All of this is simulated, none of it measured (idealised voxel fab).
Documented hereafter: the process module known as voxel lift off.
This is section cut - it's 285 nm across, gridded in 5 nm square cells.
For the purposes of this document, a cross-section shall be understood as a grid of square cells, specified as bands listed in top-to-bottom order, each band consisting of one or more rows of cells.
Top, bottom (nm), then materials left to right with widths (nm); lone material tagged "edge to edge" fills the whole band edge to edge; "air" = empty space.
Heights from 0 (as-received wafer is one material below). Bottom band endless downward, as "0 and below".
So if you see something like "30 to 40" for the width, read it as the top row of the band sitting at the first number and the bottom row at the second, with every row in between moving by the same amount as the last.
For the purposes of this document, the phrase "same as before" attached to a step denotes that no cell within the cross-section was modified by that step.
For the entry "Sealed-off cavities", the listed items are empty spaces with no open way to the top whose size is 8 cells or more; each item follows the pattern width x height at distance, where distance is from the left edge and all three are in nm.
If you see something after the settings on a step's line, that's the simulator's own remark about that step.
Steps that use a mask can have "overlay nm" on their line. It says how far the mask sat to the right of where it was meant to be. Negative means to the left.

# Listed below are the process steps as planned
| 1 | RECEIVE [material Si] |
| 2 | CONFORMAL_DEP [material Al2O3] [thk nm 10] |
| 3 | PATTERN [tone open] [mask id LINES] [material resist] [width nm 25] [pitch nm 50] [thk nm 25] [overlay nm 0] |
| 4 | DIRECTIONAL_DEP [material Ru] [thk nm 10] |
| 5 | STRIP [etch materials resist] |
| 6 | CONFORMAL_DEP [material SiO2] [thk nm 5] |

# Concerning the first of two wafers, which was run in accordance with the plan

# As-received wafer cross-section (after step 1)
> 0 and below = Si edge to edge
> Sealed-off cavities: none

# You're looking at a cross-section of the wafer after step 2
> 10 down to 0 = Al2O3 edge to edge
> Lower than 0, everything is as it was.

# You're looking at a cross-section of the wafer after step 3
> 35 down to 10 = resist: 105 | air: 25 | resist: 25 | air: 25 | resist: 105
> Lower than 10, everything is as it was.

# You're looking at a cross-section of the wafer after step 4
> 45 down to 35 = Ru: 105 | air: 25 | Ru: 25 | air: 25 | Ru: 105
> 35 down to 20 = resist: 105 | air: 25 | resist: 25 | air: 25 | resist: 105
> 20 down to 10 = resist: 105 | Ru: 25 | resist: 25 | Ru: 25 | resist: 105
> Lower than 10, everything is as it was.

# You're looking at a cross-section of the wafer after step 5
> 20 down to 10 = air: 105 | Ru: 25 | air: 25 | Ru: 25 | air: 105
> Lower than 10, everything is as it was.

# You're looking at a cross-section of the wafer after step 6
> 25 down to 20 = air: 100 | SiO2: 35 | air: 15 | SiO2: 35 | air: 100
> 20 down to 15 = air: 100 | SiO2: 5 | Ru: 25 | SiO2: 5 | air: 15 | SiO2: 5 | Ru: 25 | SiO2: 5 | air: 100
> 15 down to 10 = SiO2: 105 | Ru: 25 | SiO2: 25 | Ru: 25 | SiO2: 105
> Lower than 10, everything is as it was.

# The second wafer began exactly as the first did and followed the same plan, but one mistake was made while running it; through step 3 inclusive, the two wafers are identical

# Second wafer, section view, time point: scheduled end of step 4
> 45 down to 35 = SiO2: 105 | air: 25 | SiO2: 25 | air: 25 | SiO2: 105
> 35 down to 20 = resist: 105 | air: 25 | resist: 25 | air: 25 | resist: 105
> 20 down to 10 = resist: 105 | SiO2: 25 | resist: 25 | SiO2: 25 | resist: 105
> Lower than 10, everything is as it was.

# Second wafer, section view, time point: scheduled end of step 5
> 20 down to 10 = air: 105 | SiO2: 25 | air: 25 | SiO2: 25 | air: 105
> Lower than 10, everything is as it was.

# Second wafer, section view, time point: scheduled end of step 6
> 25 down to 15 = air: 100 | SiO2: 35 | air: 15 | SiO2: 35 | air: 100
> 15 down to 10 = SiO2 edge to edge
> Lower than 10, everything is as it was.
Short version of what went wrong: step 4 went in with a setting other than planned; the actual run was DIRECTIONAL_DEP [material SiO2] [thk nm 10]
Counted in cells at the end, the second wafer holds more or fewer of these materials than the first: -20 Ru | +20 SiO2
